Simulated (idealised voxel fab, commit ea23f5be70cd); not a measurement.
process module | voxel self aligned contacts
cross-section cut | 180 nm wide | cells 5 nm
A cross-section is a grid of square cells, given in bands from the top down. A band is one or more rows of cells.
Each band's line starts with the height of the band's top and of its bottom, in nm. Then come its materials from left to right, each with its width in nm. One material with "throughout" fills the band from edge to edge. "air" is empty space.
Height 0 is the level under which the wafer as received is all one material. The lowest band goes on downwards, as in "0 down".
A width such as "30 to 40" changes by the same amount from each row of cells to the next, from the band's top row to its bottom row.
"no change" after a step means that no cell of the cross-section changed.
closed voids: empty space of 8 cells or more with no open way to the top, each as width x height at its distance from the left edge, in nm
after a step's settings: what the simulator itself notes on the step
overlay nm, on a step with a mask: how far to the right of its planned place the mask lay; to the left if negative
plan
1 op RECEIVE | material Si
2 op CONFORMAL_DEP | material SiO2 | thk nm 5
3 op DIRECTIONAL_DEP | material polySi | thk nm 30
4 op DIRECTIONAL_DEP | material SiN | thk nm 20
5 op MASKED_ETCH | tone cover | mask id GATE | width nm 30 | pitch nm 65 | etch materials SiN | depth nm 20 | overlay nm 0
6 op MASKED_ETCH | tone cover | mask id GATE | width nm 30 | pitch nm 65 | etch materials polySi | depth nm 30 | overlay nm 0
7 op CONFORMAL_DEP | material SiN | thk nm 10
8 op DIRECTIONAL_ETCH | etch materials SiN | depth nm 10
9 op FILL_DEP | material SiO2 | thk nm 15
10 op CMP | height nm 65
11 op PATTERN | tone open | mask id CONTACT | material resist | width nm 45 | thk nm 20 | overlay nm 0
12 op DIRECTIONAL_ETCH | etch materials SiO2 | depth nm 65
13 op STRIP | etch materials resist
14 op CONFORMAL_DEP | material TiN | thk nm 5
15 op FILL_DEP | material Ru | thk nm 10
16 op CMP | height nm 65
17 op CONFORMAL_DEP | material SiN | thk nm 5
as received, after step 1
  0 down: Si throughout
  closed voids: none
a wafer at the end: this start, this plan, one mistake
  70 to 65: SiN throughout
  65 to 60: SiO2 65 | TiN 20 | Ru 5 | TiN 20 | SiO2 70
  60 to 35: SiO2 30 | SiN 50 | TiN 5 | Ru 5 | TiN 5 | SiN 50 | SiO2 35
  35 to 15: SiO2 30 | SiN 10 | polySi 30 | SiN 10 | TiN 5 | Ru 5 | TiN 5 | SiN 10 | polySi 30 | SiN 10 | SiO2 35
  15 to 10: SiO2 30 | SiN 10 | polySi 30 | SiN 10 | TiN 15 | SiN 10 | polySi 30 | SiN 10 | SiO2 35
  10 to 5: SiN 40 | polySi 30 | SiN 35 | polySi 30 | SiN 45
  5 to 0: SiO2 throughout
  0 down: Si throughout
  closed voids: none
what went wrong: step 8 ran as: op DIRECTIONAL_ETCH | etch materials SiN | depth nm 5
